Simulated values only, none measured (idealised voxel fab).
Module name: voxel released beams (process module)
We display cut, a cross-section 230 nm in width whose square cells are each 5 nm.
A cross-section is written here as square cells arranged in a grid, and it is given in bands from the top down, each band taking up one or more rows of cells.
Heights first: top, then bottom, in nm. Then materials, left to right, each with a width in nm. "full width" on a single material: fills the band edge to edge. "empty": empty space.
Heights are expressed relative to 0, this being the level below which the as-received wafer comprises one material exclusively. The lowest band is unbounded in the downward direction and is denoted as in "0 and below".
So if you see something like "30->40" for the width, read it as the top row of the band sitting at the first number and the bottom row at the second, with every row in between moving by the same amount as the last.
A step reported as "remains unaltered" is a step in which no cell of the cross-section changed.
In the "Sealed-off cavities" entry, you get each enclosed empty space of 8 cells or more, one with no open way to the top, written width x height at distance, distance from the left edge, in nm.
On each step's line, the part that comes after the settings is the simulator's own comment on the step.
Among the settings permitted on a step's line is "overlay nm"; applied to a step with a mask, it specifies the extent to which the mask lay to the right of its planned position, whereas a negative figure signifies a position to the left.

So here's the lineup of process steps we planned
step 1: RECEIVE | material Si
step 2: CONFORMAL_DEP | material SiN | thk nm 10
step 3: DIRECTIONAL_DEP | material SiO2 | thk nm 10
step 4: PATTERN | tone open | mask id ANCHOR | material resist | width nm 40 | thk nm 15 | overlay nm 0
step 5: DIRECTIONAL_ETCH | etch materials SiO2 | depth nm 10
step 6: STRIP | etch materials resist
step 7: CONFORMAL_DEP | material polySi | thk nm 15
step 8: MASKED_ETCH | tone cover | mask id BEAM | width nm 100 | etch materials polySi | depth nm 15 | overlay nm 0
step 9: STRIP | etch materials SiO2

As received (post step 1): cross-section
    0 and below = Si full width
    Sealed-off cavities: none

First wafer at the end, as planned
    35 down to 25 = empty=60 / polySi=20 / empty=10 / polySi=70 / empty=70
    25 down to 20 = empty=60 / polySi=100 / empty=70
    20 down to 10 = empty=65 / polySi=40 / empty=125
    10 down to 0 = SiN full width
    0 and below = Si full width
    Sealed-off cavities: none

Cross-sectional image of the second wafer of the two following completion of the module. Starting state and process plan were the same as for the first wafer; one execution error occurred
    35 down to 25 = empty=60 / polySi=15 / empty=10 / polySi=75 / empty=70
    25 down to 20 = empty=60 / polySi=100 / empty=70
    20 down to 10 = empty=60 / polySi=40 / empty=130
    10 down to 0 = SiN full width
    0 and below = Si full width
    Sealed-off cavities: none
In executing the process, a mistake was made relative to the plan: step 4 changed vs plan, executed as PATTERN | tone open | mask id ANCHOR | material resist | width nm 40 | thk nm 15 | overlay nm -5
Both wafers, final: cells per material equal; arrangement not.
